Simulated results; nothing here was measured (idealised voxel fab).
process module | voxel ribs on slabs
cross-section cut | 245 nm wide | cells 5 nm
A cross-section is a grid of square cells, given in bands from the top down. A band is one or more rows of cells.
Each band's line starts with the height of the band's top and of its bottom, in nm. Then come its materials from left to right, each with its width in nm. One material with "throughout" fills the band from edge to edge. "air" is empty space.
Height 0 is the level under which the wafer as received is all one material. The lowest band goes on downwards, as in "0 down".
A width such as "30 to 40" changes by the same amount from each row of cells to the next, from the band's top row to its bottom row.
"no change" after a step means that no cell of the cross-section changed.
closed voids: empty space of 8 cells or more with no open way to the top, each as width x height at its distance from the left edge, in nm
after a step's settings: what the simulator itself notes on the step
overlay nm, on a step with a mask: how far to the right of its planned place the mask lay; to the left if negative
plan
1 op RECEIVE | material Si
2 op DIRECTIONAL_DEP | material SiO2 | thk nm 20
3 op DIRECTIONAL_DEP | material polySi | thk nm 25
4 op MASKED_ETCH | tone cover | mask id RIB | width nm 30 | etch materials polySi | depth nm 5 | overlay nm 0
5 op DIRECTIONAL_DEP | material aC | thk nm 15
6 op PATTERN | tone cover | mask id SLAB | material resist | width nm 70 | thk nm 30 | overlay nm 0
7 op DIRECTIONAL_ETCH | etch materials aC | depth nm 15
8 op STRIP | etch materials resist
9 op DIRECTIONAL_ETCH | etch materials polySi | depth nm 20
10 op STRIP | etch materials aC
11 op FILL_DEP | material SiO2 | thk nm 25
12 op CMP | height nm 65
13 op DIRECTIONAL_DEP | material W | thk nm 10
14 op PATTERN | tone cover | mask id HEATER | material resist | width nm 40 | thk nm 15 | overlay nm 0
15 op DIRECTIONAL_ETCH | etch materials W | depth nm 10
16 op STRIP | etch materials resist
17 op CONFORMAL_DEP | material SiO2 | thk nm 10
first wafer, as planned
as received, after step 1
  0 down: Si throughout
  closed voids: none
after step 2
  20 to 0: SiO2 throughout
  below 0: unchanged
after step 3
  45 to 20: polySi throughout
  below 20: unchanged
after step 4
  45 to 40: air 105 | polySi 30 | air 110
  below 40: unchanged
after step 5
  60 to 55: air 105 | aC 30 | air 110
  55 to 45: aC throughout
  45 to 40: aC 105 | polySi 30 | aC 110
  below 40: unchanged
after step 6
  90 to 60: air 85 | resist 70 | air 90
  60 to 55: air 85 | resist 20 | aC 30 | resist 20 | air 90
  below 55: unchanged
after step 7
  75 to 60: air 85 | resist 70 | air 90
  60 to 55: air 85 | resist 20 | aC 30 | resist 20 | air 90
  55 to 45: air 85 | aC 70 | air 90
  45 to 40: air 85 | aC 20 | polySi 30 | aC 20 | air 90
  below 40: unchanged
after step 8
  60 to 55: air 105 | aC 30 | air 110
  below 55: unchanged
after step 9
  60 to 55: air 105 | aC 30 | air 110
  55 to 45: air 85 | aC 70 | air 90
  45 to 40: air 85 | aC 20 | polySi 30 | aC 20 | air 90
  40 to 20: air 85 | polySi 70 | air 90
  below 20: unchanged
after step 10
  45 to 40: air 105 | polySi 30 | air 110
  below 40: unchanged
after step 11
  70 to 45: SiO2 throughout
  45 to 40: SiO2 105 | polySi 30 | SiO2 110
  40 to 20: SiO2 85 | polySi 70 | SiO2 90
  below 20: unchanged
after step 12
  65 to 45: SiO2 throughout
  below 45: unchanged
after step 13
  75 to 65: W throughout
  below 65: unchanged
after step 14
  90 to 75: air 100 | resist 40 | air 105
  below 75: unchanged
after step 15
  90 to 75: air 100 | resist 40 | air 105
  75 to 65: air 100 | W 40 | air 105
  below 65: unchanged
after step 16
  75 to 65: air 100 | W 40 | air 105
  below 65: unchanged
after step 17
  85 to 75: air 90 | SiO2 60 | air 95
  75 to 65: SiO2 100 | W 40 | SiO2 105
  below 65: unchanged
second wafer: like start, like plan, one mistake. Through step 13 it matches the first wafer
when step 14 should have ended
  90 to 75: air 95 | resist 40 | air 110
  below 75: unchanged
when step 15 should have ended
  90 to 75: air 95 | resist 40 | air 110
  75 to 65: air 95 | W 40 | air 110
  below 65: unchanged
when step 16 should have ended
  75 to 65: air 95 | W 40 | air 110
  below 65: unchanged
when step 17 should have ended
  85 to 75: air 85 | SiO2 60 | air 100
  75 to 65: SiO2 95 | W 40 | SiO2 110
  below 65: unchanged
what went wrong: step 14 ran as: op PATTERN | tone cover | mask id HEATER | material resist | width nm 40 | thk nm 15 | overlay nm -5
at the end the second wafer has, in cells: as many of each material as the first, in other places
